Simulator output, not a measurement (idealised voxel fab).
The document below concerns the process module designated voxel ribs on slabs.
220 nm wide, 5 nm square cells: that's cross-section cut.
Cross-section layout: square cells on a grid; listed as bands, top to bottom; a band spans one or more cell rows. Look at the band entry: it leads with the top's height and the bottom's height in nm. Then it lists the materials left to right, with a width in nm for each. The word "full width" on a single material says that material fills the band edge to edge. The word "blank" is empty space. Ref level 0: as-received wafer is one material below here. Bottom band extends down with no lower bound ("z 0 and below"). With a width like "30->40", each row of cells in the band differs from the next by the same amount, the top row carrying the first number and the bottom row the second. "nothing got changed" -> step changed no cross-section cell. "Encapsulated voids" specifies each empty space that is not open to the top and that occupies no fewer than 8 cells, using the form width x height at distance, the distance measured from the left edge and all three quantities in nm. Note: text after step settings on the step line = simulator remark on that step. overlay nm: for a step with a mask, the amount by which the mask lay right of where it was planned; a negative amount means left of it.

Process steps - plan
1 RECEIVE,material Si
2 DIRECTIONAL_DEP,material SiO2,thk nm 30
3 DIRECTIONAL_DEP,material SiN,thk nm 15
4 MASKED_ETCH,tone cover,mask id RIB,width nm 15,etch materials SiN,depth nm 10,overlay nm 0
5 PATTERN,tone cover,mask id SLAB,material resist,width nm 55,thk nm 20,overlay nm 0
6 DIRECTIONAL_ETCH,etch materials SiN,depth nm 5
7 STRIP,etch materials resist
8 FILL_DEP,material SiO2,thk nm 25
9 CMP,height nm 60
10 DIRECTIONAL_DEP,material TiN,thk nm 5
11 DIRECTIONAL_DEP,material aC,thk nm 15
12 PATTERN,tone cover,mask id HEATER,material resist,width nm 25,thk nm 35,overlay nm 0
13 DIRECTIONAL_ETCH,etch materials aC,depth nm 15
14 STRIP,etch materials resist
15 DIRECTIONAL_ETCH,etch materials TiN,depth nm 5
16 STRIP,etch materials aC
17 CONFORMAL_DEP,material SiO2,thk nm 5

First out of two wafers; run went to plan

Cross-section: wafer on arrival = after step 1
- z 0 and below: Si full width
- Encapsulated voids: none

Sectional view: wafer, after step 2
- z 30 to 0: SiO2 full width
- Lower than 0, everything is as it was.

Sectional view: wafer, after step 3
- z 45 to 30: SiN full width
- Lower than 30, everything is as it was.

Sectional view: wafer, after step 4
- z 45 to 35: blank: 100 | SiN: 15 | blank: 105
- Lower than 35, everything is as it was.

Sectional view: wafer, after step 5
- z 65 to 45: blank: 80 | resist: 55 | blank: 85
- z 45 to 35: blank: 80 | resist: 20 | SiN: 15 | resist: 20 | blank: 85
- Lower than 35, everything is as it was.

Sectional view: wafer, after step 6
- z 65 to 45: blank: 80 | resist: 55 | blank: 85
- z 45 to 35: blank: 80 | resist: 20 | SiN: 15 | resist: 20 | blank: 85
- z 35 to 30: blank: 80 | SiN: 55 | blank: 85
- Lower than 30, everything is as it was.

Sectional view: wafer, after step 7
- z 45 to 35: blank: 100 | SiN: 15 | blank: 105
- Lower than 35, everything is as it was.

Sectional view: wafer, after step 8
- z 70 to 45: SiO2 full width
- z 45 to 35: SiO2: 100 | SiN: 15 | SiO2: 105
- z 35 to 30: SiO2: 80 | SiN: 55 | SiO2: 85
- Lower than 30, everything is as it was.

Sectional view: wafer, after step 9
- z 60 to 45: SiO2 full width
- Lower than 45, everything is as it was.

Sectional view: wafer, after step 10
- z 65 to 60: TiN full width
- Lower than 60, everything is as it was.

Sectional view: wafer, after step 11
- z 80 to 65: aC full width
- Lower than 65, everything is as it was.

Sectional view: wafer, after step 12
- z 115 to 80: blank: 95 | resist: 25 | blank: 100
- Lower than 80, everything is as it was.

Sectional view: wafer, after step 13
- z 100 to 80: blank: 95 | resist: 25 | blank: 100
- z 80 to 65: blank: 95 | aC: 25 | blank: 100
- Lower than 65, everything is as it was.

Sectional view: wafer, after step 14
- z 80 to 65: blank: 95 | aC: 25 | blank: 100
- Lower than 65, everything is as it was.

Sectional view: wafer, after step 15
- z 80 to 65: blank: 95 | aC: 25 | blank: 100
- z 65 to 60: blank: 95 | TiN: 25 | blank: 100
- Lower than 60, everything is as it was.

Sectional view: wafer, after step 16
- z 65 to 60: blank: 95 | TiN: 25 | blank: 100
- Lower than 60, everything is as it was.

Sectional view: wafer, after step 17
- z 70 to 65: blank: 90 | SiO2: 35 | blank: 95
- z 65 to 60: SiO2: 95 | TiN: 25 | SiO2: 100
- Lower than 60, everything is as it was.

It is to be noted that the second wafer proceeded from the same initial state and according to the same plan as the first, although one mistake was committed in its execution; through step 1, inclusive, the two wafers share an identical history

Second wafer profile in section, at the moment step 2 of the plan was meant to be complete
- z 15 to 0: SiN full width
- Lower than 0, everything is as it was.

Second wafer profile in section, at the moment step 3 of the plan was meant to be complete
- z 45 to 15: SiO2 full width
- Lower than 15, everything is as it was.

Second wafer profile in section, at the moment step 4 of the plan was meant to be complete: nothing got changed

Second wafer profile in section, at the moment step 5 of the plan was meant to be complete
- z 65 to 45: blank: 80 | resist: 55 | blank: 85
- Lower than 45, everything is as it was.

Second wafer profile in section, at the moment step 6 of the plan was meant to be complete: nothing got changed

Second wafer profile in section, at the moment step 7 of the plan was meant to be complete
- z 45 to 15: SiO2 full width
- Lower than 15, everything is as it was.

Second wafer profile in section, at the moment step 8 of the plan was meant to be complete
- z 70 to 15: SiO2 full width
- Lower than 15, everything is as it was.

Second wafer profile in section, at the moment step 9 of the plan was meant to be complete
- z 60 to 15: SiO2 full width
- Lower than 15, everything is as it was.

Second wafer profile in section, at the moment step 10 of the plan was meant to be complete
- z 65 to 60: TiN full width
- Lower than 60, everything is as it was.

Second wafer profile in section, at the moment step 11 of the plan was meant to be complete
- z 80 to 65: aC full width
- Lower than 65, everything is as it was.

Second wafer profile in section, at the moment step 12 of the plan was meant to be complete
- z 115 to 80: blank: 95 | resist: 25 | blank: 100
- Lower than 80, everything is as it was.

Second wafer profile in section, at the moment step 13 of the plan was meant to be complete
- z 100 to 80: blank: 95 | resist: 25 | blank: 100
- z 80 to 65: blank: 95 | aC: 25 | blank: 100
- Lower than 65, everything is as it was.

Second wafer profile in section, at the moment step 14 of the plan was meant to be complete
- z 80 to 65: blank: 95 | aC: 25 | blank: 100
- Lower than 65, everything is as it was.

Second wafer profile in section, at the moment step 15 of the plan was meant to be complete
- z 80 to 65: blank: 95 | aC: 25 | blank: 100
- z 65 to 60: blank: 95 | TiN: 25 | blank: 100
- Lower than 60, everything is as it was.

Second wafer profile in section, at the moment step 16 of the plan was meant to be complete
- z 65 to 60: blank: 95 | TiN: 25 | blank: 100
- Lower than 60, everything is as it was.

Second wafer profile in section, at the moment step 17 of the plan was meant to be complete
- z 70 to 65: blank: 90 | SiO2: 35 | blank: 95
- z 65 to 60: SiO2: 95 | TiN: 25 | SiO2: 100
- Lower than 60, everything is as it was.
Want to know what went wrong? deviation from plan: step 3 and step 2 executed in one another's positions
In the final state, the cell counts of the second wafer exceed or fall short of those of the first for the following materials: 115 more of SiN; 115 fewer of SiO2
